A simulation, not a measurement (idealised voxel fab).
Title: Process Module voxel wiring stack
Square cells of 5 nm make up the cross-section cut, whose width is 300 nm.
Each cross-section below is a grid of square cells, stated as bands in top-down order, with one or more rows of cells making up each band. Within each band entry, the heights of the top and of the bottom of the band appear first, in that order and in nm; the materials of the band then follow from left to right, each with its corresponding width in nm. The designation "edge to edge" on a single material indicates that it fills the band from edge to edge; the designation "air" indicates empty space. Height datum 0, below which the as-received substrate wafer is one material. Lowest band open at the bottom, running downward: "z 0 and below". Think of "30 to 40" as a width that walks from the first number to the second as you go down the band, top row to bottom row, taking equal-sized steps from row to row. A step reported as "no change occurred" is a step in which no cell of the cross-section changed. Entry "Closed-off voids". Content: empty spaces with no open connection to the top, size 8 cells or greater. Each: width x height at distance. Distance: from left edge. Unit: nm. Whatever follows a step's settings on its line is a remark the simulator itself makes about that step. For masked steps, "overlay nm" on the step line gives how far right of plan the mask actually lay; a minus sign means it lay to the left.

**List of planned process steps**
1: RECEIVE,material Si
2: CONFORMAL_DEP,material SiO2,thk nm 15
3: CONFORMAL_DEP,material SiN,thk nm 5
4: DIRECTIONAL_DEP,material SiO2,thk nm 15
5: DIRECTIONAL_DEP,material aC,thk nm 10
6: PATTERN,tone open,mask id METAL_1,material resist,width nm 30,pitch nm 55,thk nm 25,overlay nm 0
7: DIRECTIONAL_ETCH,etch materials aC,depth nm 10
8: STRIP,etch materials resist
9: DIRECTIONAL_ETCH,etch materials SiO2,depth nm 15
10: DIRECTIONAL_ETCH,etch materials SiN,depth nm 5
11: STRIP,etch materials aC
12: CONFORMAL_DEP,material TiN,thk nm 5
13: FILL_DEP,material Ru,thk nm 10
14: CMP,height nm 35
15: CONFORMAL_DEP,material SiCN,thk nm 5
16: DIRECTIONAL_DEP,material lowk,thk nm 30
17: PATTERN,tone open,mask id METAL_2,material resist,width nm 30,pitch nm 55,thk nm 20,overlay nm 0
18: DIRECTIONAL_ETCH,etch materials lowk,depth nm 20
19: STRIP,etch materials resist
20: MASKED_ETCH,tone open,mask id METAL_2_HOLES,width nm 15,pitch nm 55,etch materials lowk,depth nm 10,overlay nm 0
21: MASKED_ETCH,tone open,mask id METAL_2_HOLES,width nm 15,pitch nm 55,etch materials SiCN,depth nm 5,overlay nm 0
22: CONFORMAL_DEP,material TiN,thk nm 5
23: FILL_DEP,material Cu,thk nm 10
24: CMP,height nm 70
25: CONFORMAL_DEP,material SiCN,thk nm 5
26: DIRECTIONAL_DEP,material SiO2,thk nm 30
27: MASKED_ETCH,tone open,mask id METAL_3_HOLES,width nm 15,pitch nm 55,etch materials SiO2,depth nm 30,overlay nm 0
28: MASKED_ETCH,tone open,mask id METAL_3,width nm 30,pitch nm 55,etch materials SiO2,depth nm 20,overlay nm 0
29: MASKED_ETCH,tone open,mask id METAL_3,width nm 30,pitch nm 55,etch materials SiCN,depth nm 5,overlay nm 0
30: CONFORMAL_DEP,material TiN,thk nm 5
31: FILL_DEP,material Cu,thk nm 5
32: CMP,height nm 105
33: CONFORMAL_DEP,material SiCN,thk nm 5
34: DIRECTIONAL_DEP,material lowk,thk nm 30
35: MASKED_ETCH,tone open,mask id METAL_4_HOLES,width nm 15,pitch nm 55,etch materials lowk,depth nm 30,overlay nm 0
36: DIRECTIONAL_DEP,material aC,thk nm 10
37: PATTERN,tone open,mask id METAL_4,material resist,width nm 30,pitch nm 55,thk nm 30,overlay nm 0
38: DIRECTIONAL_ETCH,etch materials aC,depth nm 10
39: STRIP,etch materials resist
40: DIRECTIONAL_ETCH,etch materials lowk,depth nm 20
41: DIRECTIONAL_ETCH,etch materials SiCN,depth nm 5
42: STRIP,etch materials aC
43: CONFORMAL_DEP,material TiN,thk nm 5
44: FILL_DEP,material Cu,thk nm 5
45: CMP,height nm 140
46: CONFORMAL_DEP,material SiN,thk nm 5
Wafer-to-wafer difference: thk nm, step 3. Common start. Plan = first wafer's value.

**As received, i.e. after step 1: cross-section through the first of several wafers**
- z 0 and below: Si edge to edge
- Closed-off voids: none

**Row per wafer, end-of-module: cell gain (+)/loss (-) by material since the wafer came in, then closed voids**
thk nm 5, +135 Cu, +36 Ru, +153 SiCN, +102 SiN, +576 SiO2, +198 TiN, +540 lowk, Closed-off voids: none
thk nm 10, +135 Cu, +24 Ru, +153 SiCN, +162 SiN, +534 SiO2, +192 TiN, +540 lowk, Closed-off voids: none
thk nm 15, +135 Cu, +12 Ru, +153 SiCN, +222 SiN, +492 SiO2, +186 TiN, +540 lowk, Closed-off voids: none
thk nm 20, +135 Cu, +153 SiCN, +282 SiN, +450 SiO2, +180 TiN, +540 lowk, Closed-off voids: none
